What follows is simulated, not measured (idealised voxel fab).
This section sets out a process module, namely voxel wiring stack.
Shown is cross-section cut, with a width of 300 nm and square cells of size 5 nm.
This document writes a cross-section as a grid whose cells are square, and gives it as bands, listed from the top down; one or more rows of cells form a band. Per band: top height and bottom height in nm, followed by the left-to-right materials and their widths in nm; "all across" marks a single material spanning edge to edge, "air" marks empty space. Zero point of the height axis is 0; under it, received wafer = one material. Lowest band: continues down indefinitely, "0 nm and below". Note: "30->40" means the width goes from the first number (top row of the band) to the second number (bottom row) in equal steps per row of cells. Reading "no alteration" for a step: not a cell of the cross-section changed in it. In "Sealed voids" the enclosed voids are listed, meaning empty spaces of 8 cells or larger without any opening to the top. The form is width x height at distance, distance from the left edge, units nm. On each step's line, the part that comes after the settings is the simulator's own comment on the step. When a step includes a mask, the "overlay nm" setting on its line states how far to the right of its planned place that mask lay, and negative values state how far to the left.
**The planned process steps are enumerated hereunder**
- 1: RECEIVE: material Si
- 2: CONFORMAL_DEP: material SiO2, thk nm 15
- 3: CONFORMAL_DEP: material SiN, thk nm 5
- 4: DIRECTIONAL_DEP: material lowk, thk nm 25
- 5: DIRECTIONAL_DEP: material aC, thk nm 10
- 6: PATTERN: tone open, mask id METAL_1, material resist, width nm 30, pitch nm 55, thk nm 30, overlay nm 0
- 7: DIRECTIONAL_ETCH: etch materials aC, depth nm 10
- 8: STRIP: etch materials resist
- 9: DIRECTIONAL_ETCH: etch materials lowk, depth nm 25
- 10: DIRECTIONAL_ETCH: etch materials SiN, depth nm 5
- 11: STRIP: etch materials aC
- 12: CONFORMAL_DEP: material TiN, thk nm 5
- 13: FILL_DEP: material Cu, thk nm 5
- 14: CMP: height nm 45
- 15: CONFORMAL_DEP: material SiCN, thk nm 5
- 16: DIRECTIONAL_DEP: material lowk, thk nm 15
- 17: MASKED_ETCH: tone open, mask id PLUG_1, width nm 15, pitch nm 55, etch materials lowk, depth nm 15, overlay nm 0
- 18: MASKED_ETCH: tone open, mask id PLUG_1, width nm 15, pitch nm 55, etch materials SiCN, depth nm 5, overlay nm 0
- 19: EPI: material Ru, thk nm 10
- 20: EPI: material Ru, thk nm 10
- 21: DIRECTIONAL_DEP: material TiN, thk nm 5
- 22: DIRECTIONAL_DEP: material Ru, thk nm 15
- 23: DIRECTIONAL_DEP: material aC, thk nm 15
- 24: PATTERN: tone cover, mask id METAL_2, material resist, width nm 30, pitch nm 55, thk nm 35, overlay nm 0
- 25: DIRECTIONAL_ETCH: etch materials aC, depth nm 15
- 26: STRIP: etch materials resist
- 27: DIRECTIONAL_ETCH: etch materials Ru, depth nm 15
- 28: DIRECTIONAL_ETCH: etch materials TiN, depth nm 5
- 29: STRIP: etch materials aC
- 30: CONFORMAL_DEP: material SiCN, thk nm 5
- 31: FILL_DEP: material SiO2, thk nm 5
- 32: CMP: height nm 85
- 33: CONFORMAL_DEP: material SiCN, thk nm 5
- 34: DIRECTIONAL_DEP: material SiO2, thk nm 20
- 35: PATTERN: tone open, mask id PLUG_2, material resist, width nm 15, pitch nm 55, thk nm 15, overlay nm 0
- 36: DIRECTIONAL_ETCH: etch materials SiO2, depth nm 20
- 37: DIRECTIONAL_ETCH: etch materials SiCN, depth nm 5
- 38: STRIP: etch materials resist
- 39: CONFORMAL_DEP: material TiN, thk nm 5
- 40: FILL_DEP: material Ru, thk nm 10
- 41: CMP: height nm 110
- 42: CONFORMAL_DEP: material SiCN, thk nm 5
- 43: DIRECTIONAL_DEP: material lowk, thk nm 20
- 44: PATTERN: tone open, mask id METAL_3, material resist, width nm 30, pitch nm 55, thk nm 15, overlay nm 0
- 45: DIRECTIONAL_ETCH: etch materials lowk, depth nm 20
- 46: DIRECTIONAL_ETCH: etch materials SiCN, depth nm 5
- 47: STRIP: etch materials resist
- 48: CONFORMAL_DEP: material TiN, thk nm 5
- 49: FILL_DEP: material Ru, thk nm 5
- 50: CMP: height nm 135
- 51: CONFORMAL_DEP: material SiCN, thk nm 5
- 52: DIRECTIONAL_DEP: material SiO2, thk nm 20
- 53: DIRECTIONAL_DEP: material aC, thk nm 10
- 54: PATTERN: tone open, mask id PLUG_3, material resist, width nm 15, pitch nm 55, thk nm 25, overlay nm 0
- 55: DIRECTIONAL_ETCH: etch materials aC, depth nm 10
- 56: STRIP: etch materials resist
- 57: DIRECTIONAL_ETCH: etch materials SiO2, depth nm 20
- 58: DIRECTIONAL_ETCH: etch materials SiCN, depth nm 5
- 59: STRIP: etch materials aC
- 60: CONFORMAL_DEP: material TiN, thk nm 5
- 61: FILL_DEP: material W, thk nm 5
- 62: CMP: height nm 160
- 63: CONFORMAL_DEP: material SiCN, thk nm 5
- 64: DIRECTIONAL_DEP: material SiO2, thk nm 15
- 65: MASKED_ETCH: tone open, mask id METAL_4, width nm 30, pitch nm 55, etch materials SiO2, depth nm 15, overlay nm 0
- 66: MASKED_ETCH: tone open, mask id METAL_4, width nm 30, pitch nm 55, etch materials SiCN, depth nm 5, overlay nm 0
- 67: CONFORMAL_DEP: material TiN, thk nm 5
- 68: FILL_DEP: material Ru, thk nm 5
- 69: CMP: height nm 180
- 70: EPI: material Ru, thk nm 5
- 71: FILL_DEP: material SiCN, thk nm 5
**As-received state of the wafer in cross-section, equivalent to post-step 1**
- 0 nm and below | Si all across
- Sealed voids: none
**End state of the module in cross-section, given the above starting point and plan and one mistake in execution**
- 190 nm to 185 nm | SiCN all across
- 185 nm to 180 nm | 75 SiCN | 40 Ru | 15 SiCN | 40 Ru | 15 SiCN | 40 Ru | 75 SiCN
- 180 nm to 165 nm | 80 SiO2 | 5 TiN | 20 Ru | 5 TiN | 25 SiO2 | 5 TiN | 20 Ru | 5 TiN | 25 SiO2 | 5 TiN | 20 Ru | 5 TiN | 80 SiO2
- 165 nm to 160 nm | 80 SiCN | 30 TiN | 25 SiCN | 30 TiN | 25 SiCN | 30 TiN | 80 SiCN
- 160 nm to 140 nm | 80 SiO2 | 5 TiN | 5 W | 5 TiN | 40 SiO2 | 5 TiN | 5 W | 5 TiN | 40 SiO2 | 5 TiN | 5 W | 5 TiN | 95 SiO2
- 140 nm to 135 nm | 80 SiCN | 15 TiN | 40 SiCN | 15 TiN | 40 SiCN | 15 TiN | 95 SiCN
- 135 nm to 115 nm | 75 Ru | 5 TiN | 30 lowk | 5 TiN | 15 Ru | 5 TiN | 30 lowk | 5 TiN | 15 Ru | 5 TiN | 30 lowk | 5 TiN | 75 Ru
- 115 nm to 110 nm | 80 TiN | 30 SiCN | 25 TiN | 30 SiCN | 25 TiN | 30 SiCN | 80 TiN
- 110 nm to 90 nm | 80 SiO2 | 5 TiN | 5 Ru | 5 TiN | 40 SiO2 | 5 TiN | 5 Ru | 5 TiN | 40 SiO2 | 5 TiN | 5 Ru | 5 TiN | 95 SiO2
- 90 nm to 85 nm | 80 SiCN | 15 TiN | 40 SiCN | 15 TiN | 40 SiCN | 15 TiN | 95 SiCN
- 85 nm to 70 nm | 75 SiO2 | 5 SiCN | 30 Ru | 5 SiCN | 15 SiO2 | 5 SiCN | 30 Ru | 5 SiCN | 15 SiO2 | 5 SiCN | 30 Ru | 5 SiCN | 75 SiO2
- 70 nm to 65 nm | 80 SiCN | 30 TiN | 25 SiCN | 30 TiN | 25 SiCN | 30 TiN | 80 SiCN
- 65 nm to 50 nm | 80 lowk | 15 Ru | 40 lowk | 15 Ru | 40 lowk | 15 Ru | 95 lowk
- 50 nm to 45 nm | 80 SiCN | 15 Ru | 40 SiCN | 15 Ru | 40 SiCN | 15 Ru | 95 SiCN
- 45 nm to 20 nm | 80 lowk | 5 TiN | 20 Cu | 5 TiN | 25 lowk | 5 TiN | 20 Cu | 5 TiN | 25 lowk | 5 TiN | 20 Cu | 5 TiN | 80 lowk
- 20 nm to 15 nm | 80 SiN | 30 TiN | 25 SiN | 30 TiN | 25 SiN | 30 TiN | 80 SiN
- 15 nm to 0 nm | SiO2 all across
- 0 nm and below | Si all across
- Sealed voids: none
Misprocessing identified: heads up, step 44 didn't go per plan, it actually ran as PATTERN: tone cover, mask id METAL_3, material resist, width nm 30, pitch nm 55, thk nm 15, overlay nm 0
